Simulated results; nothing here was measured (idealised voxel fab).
process module | voxel self aligned vias
cross-section cut | 175 nm wide | cells 5 nm
A cross-section is a grid of square cells, given in bands from the top down. A band is one or more rows of cells.
Each band's line starts with the height of the band's top and of its bottom, in nm. Then come its materials from left to right, each with its width in nm. One material with "throughout" fills the band from edge to edge. "air" is empty space.
Height 0 is the level under which the wafer as received is all one material. The lowest band goes on downwards, as in "0 down".
A width such as "30 to 40" changes by the same amount from each row of cells to the next, from the band's top row to its bottom row.
"no change" after a step means that no cell of the cross-section changed.
closed voids: empty space of 8 cells or more with no open way to the top, each as width x height at its distance from the left edge, in nm
after a step's settings: what the simulator itself notes on the step
overlay nm, on a step with a mask: how far to the right of its planned place the mask lay; to the left if negative
plan
1 op RECEIVE | material Si
2 op CONFORMAL_DEP | material SiO2 | thk nm 10
3 op CONFORMAL_DEP | material SiCN | thk nm 5
4 op DIRECTIONAL_DEP | material SiO2 | thk nm 20
5 op DIRECTIONAL_DEP | material aC | thk nm 10
6 op PATTERN | tone open | mask id LINES | material resist | width nm 20 | pitch nm 50 | thk nm 25 | overlay nm 0
7 op DIRECTIONAL_ETCH | etch materials aC | depth nm 10
8 op STRIP | etch materials resist
9 op DIRECTIONAL_ETCH | etch materials SiO2 | depth nm 20
10 op STRIP | etch materials aC
11 op CONFORMAL_DEP | material TiN | thk nm 5
12 op FILL_DEP | material W | thk nm 5
13 op CMP | height nm 35
14 op SELECTIVE_ETCH | etch materials W Ru TiN | depth nm 5
15 op FILL_DEP | material SiN | thk nm 10
16 op CMP | height nm 35
17 op DIRECTIONAL_DEP | material SiO2 | thk nm 15
18 op MASKED_ETCH | tone open | mask id VIAS | width nm 30 | pitch nm 100 | etch materials SiO2 | depth nm 15 | overlay nm 0
19 op MASKED_ETCH | tone open | mask id VIAS | width nm 30 | pitch nm 100 | etch materials SiN | depth nm 5 | overlay nm 0
20 op CONFORMAL_DEP | material TiN | thk nm 5
21 op FILL_DEP | material Ru | thk nm 5
22 op CMP | height nm 50
23 op CONFORMAL_DEP | material SiCN | thk nm 5
first wafer, as planned
as received, after step 1
  0 down: Si throughout
  closed voids: none
after step 2
  10 to 0: SiO2 throughout
  below 0: unchanged
after step 3
  15 to 10: SiCN throughout
  below 10: unchanged
after step 4
  35 to 15: SiO2 throughout
  below 15: unchanged
after step 5
  45 to 35: aC throughout
  below 35: unchanged
after step 6
  70 to 45: resist 25 | air 20 | resist 30 | air 20 | resist 30 | air 20 | resist 30
  below 45: unchanged
after step 7
  60 to 45: resist 25 | air 20 | resist 30 | air 20 | resist 30 | air 20 | resist 30
  45 to 35: aC 25 | air 20 | aC 30 | air 20 | aC 30 | air 20 | aC 30
  below 35: unchanged
after step 8
  45 to 35: aC 25 | air 20 | aC 30 | air 20 | aC 30 | air 20 | aC 30
  below 35: unchanged
after step 9
  45 to 35: aC 25 | air 20 | aC 30 | air 20 | aC 30 | air 20 | aC 30
  35 to 15: SiO2 25 | air 20 | SiO2 30 | air 20 | SiO2 30 | air 20 | SiO2 30
  below 15: unchanged
after step 10
  35 to 15: SiO2 25 | air 20 | SiO2 30 | air 20 | SiO2 30 | air 20 | SiO2 30
  below 15: unchanged
after step 11
  40 to 35: TiN 30 | air 10 | TiN 40 | air 10 | TiN 40 | air 10 | TiN 35
  35 to 20: SiO2 25 | TiN 5 | air 10 | TiN 5 | SiO2 30 | TiN 5 | air 10 | TiN 5 | SiO2 30 | TiN 5 | air 10 | TiN 5 | SiO2 30
  20 to 15: SiO2 25 | TiN 20 | SiO2 30 | TiN 20 | SiO2 30 | TiN 20 | SiO2 30
  below 15: unchanged
after step 12
  45 to 40: W throughout
  40 to 35: TiN 30 | W 10 | TiN 40 | W 10 | TiN 40 | W 10 | TiN 35
  35 to 20: SiO2 25 | TiN 5 | W 10 | TiN 5 | SiO2 30 | TiN 5 | W 10 | TiN 5 | SiO2 30 | TiN 5 | W 10 | TiN 5 | SiO2 30
  below 20: unchanged
after step 13
  35 to 20: SiO2 25 | TiN 5 | W 10 | TiN 5 | SiO2 30 | TiN 5 | W 10 | TiN 5 | SiO2 30 | TiN 5 | W 10 | TiN 5 | SiO2 30
  below 20: unchanged
after step 14
  35 to 30: SiO2 25 | air 20 | SiO2 30 | air 20 | SiO2 30 | air 20 | SiO2 30
  below 30: unchanged
after step 15
  45 to 35: SiN throughout
  35 to 30: SiO2 25 | SiN 20 | SiO2 30 | SiN 20 | SiO2 30 | SiN 20 | SiO2 30
  below 30: unchanged
after step 16
  35 to 30: SiO2 25 | SiN 20 | SiO2 30 | SiN 20 | SiO2 30 | SiN 20 | SiO2 30
  below 30: unchanged
after step 17
  50 to 35: SiO2 throughout
  below 35: unchanged
after step 18
  50 to 35: SiO2 20 | air 30 | SiO2 70 | air 30 | SiO2 25
  below 35: unchanged
after step 19
  50 to 35: SiO2 20 | air 30 | SiO2 70 | air 30 | SiO2 25
  35 to 30: SiO2 25 | air 20 | SiO2 30 | SiN 20 | SiO2 30 | air 20 | SiO2 30
  below 30: unchanged
after step 20
  55 to 50: TiN 25 | air 20 | TiN 80 | air 20 | TiN 30
  50 to 40: SiO2 20 | TiN 5 | air 20 | TiN 5 | SiO2 70 | TiN 5 | air 20 | TiN 5 | SiO2 25
  40 to 35: SiO2 20 | TiN 10 | air 10 | TiN 10 | SiO2 70 | TiN 10 | air 10 | TiN 10 | SiO2 25
  35 to 30: SiO2 25 | TiN 20 | SiO2 30 | SiN 20 | SiO2 30 | TiN 20 | SiO2 30
  below 30: unchanged
after step 21
  60 to 55: Ru throughout
  55 to 50: TiN 25 | Ru 20 | TiN 80 | Ru 20 | TiN 30
  50 to 40: SiO2 20 | TiN 5 | Ru 20 | TiN 5 | SiO2 70 | TiN 5 | Ru 20 | TiN 5 | SiO2 25
  40 to 35: SiO2 20 | TiN 10 | Ru 10 | TiN 10 | SiO2 70 | TiN 10 | Ru 10 | TiN 10 | SiO2 25
  below 35: unchanged
after step 22
  50 to 40: SiO2 20 | TiN 5 | Ru 20 | TiN 5 | SiO2 70 | TiN 5 | Ru 20 | TiN 5 | SiO2 25
  below 40: unchanged
after step 23
  55 to 50: SiCN throughout
  below 50: unchanged
second wafer: like start, like plan, one mistake. Through step 15 it matches the first wafer
when step 16 should have ended
  40 to 35: SiN throughout
  below 35: unchanged
when step 17 should have ended
  55 to 40: SiO2 throughout
  below 40: unchanged
when step 18 should have ended
  55 to 40: SiO2 20 | air 30 | SiO2 70 | air 30 | SiO2 25
  below 40: unchanged
when step 19 should have ended
  55 to 40: SiO2 20 | air 30 | SiO2 70 | air 30 | SiO2 25
  40 to 35: SiN 20 | air 30 | SiN 70 | air 30 | SiN 25
  below 35: unchanged
when step 20 should have ended
  60 to 55: TiN 25 | air 20 | TiN 80 | air 20 | TiN 30
  55 to 40: SiO2 20 | TiN 5 | air 20 | TiN 5 | SiO2 70 | TiN 5 | air 20 | TiN 5 | SiO2 25
  40 to 35: SiN 20 | TiN 30 | SiN 70 | TiN 30 | SiN 25
  below 35: unchanged
when step 21 should have ended
  65 to 60: Ru throughout
  60 to 55: TiN 25 | Ru 20 | TiN 80 | Ru 20 | TiN 30
  55 to 40: SiO2 20 | TiN 5 | Ru 20 | TiN 5 | SiO2 70 | TiN 5 | Ru 20 | TiN 5 | SiO2 25
  below 40: unchanged
when step 22 should have ended
  50 to 40: SiO2 20 | TiN 5 | Ru 20 | TiN 5 | SiO2 70 | TiN 5 | Ru 20 | TiN 5 | SiO2 25
  below 40: unchanged
when step 23 should have ended
  55 to 50: SiCN throughout
  below 50: unchanged
what went wrong: step 16 ran as: op CMP | height nm 40
at the end the second wafer has, in cells: 4 fewer of Ru | 31 more of SiN | 23 fewer of SiO2 | 4 fewer of TiN
